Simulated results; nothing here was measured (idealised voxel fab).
Presented below is a process module, voxel ribs on slabs.
Section shown: cut. Width: 175 nm. Cell size: 5 nm, square.
A cross-section in this document is a grid of square cells, and it is written down as bands, the top band listed before the ones below it; a band is made up of one or more rows of cells. For a band, the entry starts with two heights in nm, that of the top and then that of the bottom, and carries on with the band's materials in order from left to right, each alongside its width in nm; the word "all across" beside a single material means it fills the band edge to edge, and "empty" means empty space. Beneath 0, the wafer as received is one material, and that level is where height counting begins. The lowest band goes on downward without a bottom; it is written like "0 and below". Think of "30->40" as a width that walks from the first number to the second as you go down the band, top row to bottom row, taking equal-sized steps from row to row. When a step is marked "no modification", none of the cells in the cross-section changed during that step. Any empty space of 8 cells or more lacking an open way to the top shows up in "Closed void roster" as width x height at distance, distance from the left edge, in nm. Read whatever lies past the settings on a step's line as the simulator's own remark about the step. On any step carrying a mask, the "overlay nm" setting, if present on the step's line, tells how far right of its planned place the mask lay; negative values point to the left.

## List of planned process steps
1. RECEIVE: material Si
2. DIRECTIONAL_DEP: material SiO2, thk nm 20
3. DIRECTIONAL_DEP: material SiN, thk nm 15
4. DIRECTIONAL_DEP: material aC, thk nm 10
5. PATTERN: tone cover, mask id RIB, material resist, width nm 15, thk nm 25, overlay nm 0
6. DIRECTIONAL_ETCH: etch materials aC, depth nm 10
7. STRIP: etch materials resist
8. DIRECTIONAL_ETCH: etch materials SiN, depth nm 5
9. STRIP: etch materials aC
10. MASKED_ETCH: tone cover, mask id SLAB, width nm 85, etch materials SiN, depth nm 10, overlay nm 0
11. FILL_DEP: material SiO2, thk nm 25
12. CMP: height nm 50
13. DIRECTIONAL_DEP: material W, thk nm 5
14. DIRECTIONAL_DEP: material aC, thk nm 10
15. PATTERN: tone cover, mask id HEATER, material resist, width nm 35, thk nm 25, overlay nm 0
16. DIRECTIONAL_ETCH: etch materials aC, depth nm 10
17. STRIP: etch materials resist
18. DIRECTIONAL_ETCH: etch materials W, depth nm 5
19. STRIP: etch materials aC
20. CONFORMAL_DEP: material SiO2, thk nm 5
Where the wafers of this document differ is in the width nm of step 5; they start out the same, and the plan states the value that applied to the first wafer.

## first wafer as received, after step 1
* 0 and below = Si all across
* Closed void roster: none

## Wafer rows, end of module: cells per material gained (+) or lost (-) since receipt; closed voids last
width nm 15; +37 SiN; +350 SiO2; +7 W; Closed void roster: none
width nm 20; +38 SiN; +349 SiO2; +7 W; Closed void roster: none
width nm 25; +39 SiN; +348 SiO2; +7 W; Closed void roster: none
width nm 30; +40 SiN; +347 SiO2; +7 W; Closed void roster: none
width nm 35; +41 SiN; +346 SiO2; +7 W; Closed void roster: none
width nm 40; +42 SiN; +345 SiO2; +7 W; Closed void roster: none
